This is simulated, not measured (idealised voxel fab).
The document below concerns the process module designated voxel ribs on slabs.
Shown is cross-section cut, with a width of 145 nm and square cells of size 5 nm.
Cross-section, as written here: a square-cell grid given band by band from the top down, where a band holds one or more rows of cells.
Top height, bottom height, nm. Materials left to right, width each, nm. Single material + "edge to edge" = fills band edge to edge. "empty" = empty.
Heights are measured from 0, the level below which the as-received wafer is all one material; the lowest band has no bottom and continues downward, written as in "0 nm and below".
Per-row width for "30..40": begins at first number (top row of band), ends at second number (bottom row), increment between rows held constant.
When a step is marked "nothing altered", none of the cells in the cross-section changed during that step.
If an empty space has no open way to the top and is at least 8 cells in size, "Enclosed void inventory" lists it, written width x height at distance, where distance is measured from the left edge and every value is in nm.
Read whatever lies past the settings on a step's line as the simulator's own remark about the step.
overlay nm: mask right of planned place by this much (step with mask). Neg. = left.
Below is the list of planned process steps
step 1: RECEIVE (material Si)
step 2: DIRECTIONAL_DEP (material SiO2; thk nm 25)
step 3: DIRECTIONAL_DEP (material polySi; thk nm 25)
step 4: PATTERN (tone cover; mask id RIB; material resist; width nm 20; thk nm 15; overlay nm 0)
step 5: DIRECTIONAL_ETCH (etch materials polySi; depth nm 15)
step 6: STRIP (etch materials resist)
step 7: MASKED_ETCH (tone cover; mask id SLAB; width nm 80; etch materials polySi; depth nm 10; overlay nm 0)
step 8: FILL_DEP (material SiO2; thk nm 15)
step 9: CMP (height nm 60)
step 10: DIRECTIONAL_DEP (material TiN; thk nm 5)
step 11: PATTERN (tone cover; mask id HEATER; material resist; width nm 30; thk nm 20; overlay nm 0)
step 12: DIRECTIONAL_ETCH (etch materials TiN; depth nm 5)
step 13: STRIP (etch materials resist)
step 14: CONFORMAL_DEP (material SiN; thk nm 5)
As-received state of the wafer in cross-section, equivalent to post-step 1
	0 nm and below  Si edge to edge
	Enclosed void inventory: none
Wafer at module end, in section. Began as above, planned as above, run with one mistake
	70 nm to 65 nm  empty: 50; SiN: 40; empty: 55
	65 nm to 60 nm  SiN: 55; TiN: 30; SiN: 60
	60 nm to 0 nm  SiO2 edge to edge
	0 nm and below  Si edge to edge
	Enclosed void inventory: none
Which mistake was made when the wafer was run? for step 3, the planned setting was not used; the step was instead run as DIRECTIONAL_DEP (material SiO2; thk nm 25)
